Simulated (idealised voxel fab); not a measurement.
You're looking at the process module voxel self aligned vias.
Shown is cross-section cut, with a width of 160 nm and square cells of size 5 nm.
The cross-sections in this document take the form of a grid made of square cells. They are written out as bands, in order from top to bottom. Each band consists of one or more rows of cells. Band: top and bottom heights (nm) first, top before bottom; then materials from left to right, widths in nm. "full width" marks a sole material filling the band edge to edge. "empty" denotes empty space. Height is counted from the level 0, under which the received wafer is composed throughout of one material. The lowest of the bands is not closed at the bottom but continues downward, in the notation "0..down". Think of "30->40" as a width that walks from the first number to the second as you go down the band, top row to bottom row, taking equal-sized steps from row to row. A step reported as "all unchanged" is a step in which no cell of the cross-section changed. Listed in "Sealed voids": every empty space of 8 or more cells without an open way to the top. Form: width x height at distance, the distance being from the left edge, all in nm. Post-settings text on a step line: simulator's own remark regarding the step. A step's line can hold "overlay nm"; with a mask on that step, the setting says how far right of the planned place the mask lay, while a negative setting says it lay to the left.
**Listed below are the process steps as planned**
1: RECEIVE, material Si
2: CONFORMAL_DEP, material SiO2, thk nm 10
3: CONFORMAL_DEP, material SiCN, thk nm 5
4: DIRECTIONAL_DEP, material SiO2, thk nm 25
5: PATTERN, tone open, mask id LINES, material resist, width nm 30, pitch nm 70, thk nm 20, overlay nm 0
6: DIRECTIONAL_ETCH, etch materials SiO2, depth nm 25
7: STRIP, etch materials resist
8: CONFORMAL_DEP, material TiN, thk nm 5
9: FILL_DEP, material W, thk nm 10
10: CMP, height nm 40
11: SELECTIVE_ETCH, etch materials W Ru TiN, depth nm 10
12: FILL_DEP, material SiN, thk nm 5
13: CMP, height nm 40
14: DIRECTIONAL_DEP, material SiO2, thk nm 15
15: DIRECTIONAL_DEP, material aC, thk nm 10
16: PATTERN, tone open, mask id VIAS, material resist, width nm 40, thk nm 30, overlay nm 0
17: DIRECTIONAL_ETCH, etch materials aC, depth nm 10
18: STRIP, etch materials resist
19: DIRECTIONAL_ETCH, etch materials SiO2, depth nm 15
20: DIRECTIONAL_ETCH, etch materials SiN, depth nm 10
21: STRIP, etch materials aC
22: CONFORMAL_DEP, material TiN, thk nm 5
23: FILL_DEP, material Cu, thk nm 10
24: CMP, height nm 55
25: CONFORMAL_DEP, material SiCN, thk nm 5
**As received (post step 1): cross-section**
- 0..down | Si full width
- Sealed voids: none
**First wafer of two, sectioned at end of module; run went per plan**
- 60..55 | SiCN full width
- 55..45 | 25 of SiO2  5 of TiN  30 of Cu  5 of TiN  95 of SiO2
- 45..40 | 25 of SiO2  10 of TiN  20 of Cu  10 of TiN  95 of SiO2
- 40..35 | 30 of SiO2  5 of TiN  20 of Cu  5 of TiN  40 of SiO2  30 of SiN  30 of SiO2
- 35..30 | 30 of SiO2  30 of TiN  40 of SiO2  30 of SiN  30 of SiO2
- 30..20 | 30 of SiO2  5 of TiN  20 of W  5 of TiN  40 of SiO2  5 of TiN  20 of W  5 of TiN  30 of SiO2
- 20..15 | 30 of SiO2  30 of TiN  40 of SiO2  30 of TiN  30 of SiO2
- 15..10 | SiCN full width
- 10..0 | SiO2 full width
- 0..down | Si full width
- Sealed voids: none
**Second wafer cross-section at end of module - shared start and plan with the first, one mistake in the run**
- 50..45 | SiCN full width
- 45..40 | 25 of SiO2  10 of TiN  20 of Cu  10 of TiN  95 of SiO2
- 40..35 | 30 of SiO2  5 of TiN  20 of Cu  5 of TiN  40 of SiO2  30 of SiN  30 of SiO2
- 35..30 | 30 of SiO2  30 of TiN  40 of SiO2  30 of SiN  30 of SiO2
- 30..20 | 30 of SiO2  5 of TiN  20 of W  5 of TiN  40 of SiO2  5 of TiN  20 of W  5 of TiN  30 of SiO2
- 20..15 | 30 of SiO2  30 of TiN  40 of SiO2  30 of TiN  30 of SiO2
- 15..10 | SiCN full width
- 10..0 | SiO2 full width
- 0..down | Si full width
- Sealed voids: none
The mistake made against the process plan was this: not per plan at step 24, really ran CMP, height nm 45
at the end the second wafer has, in cells: -12 Cu, -48 SiO2, -4 TiN
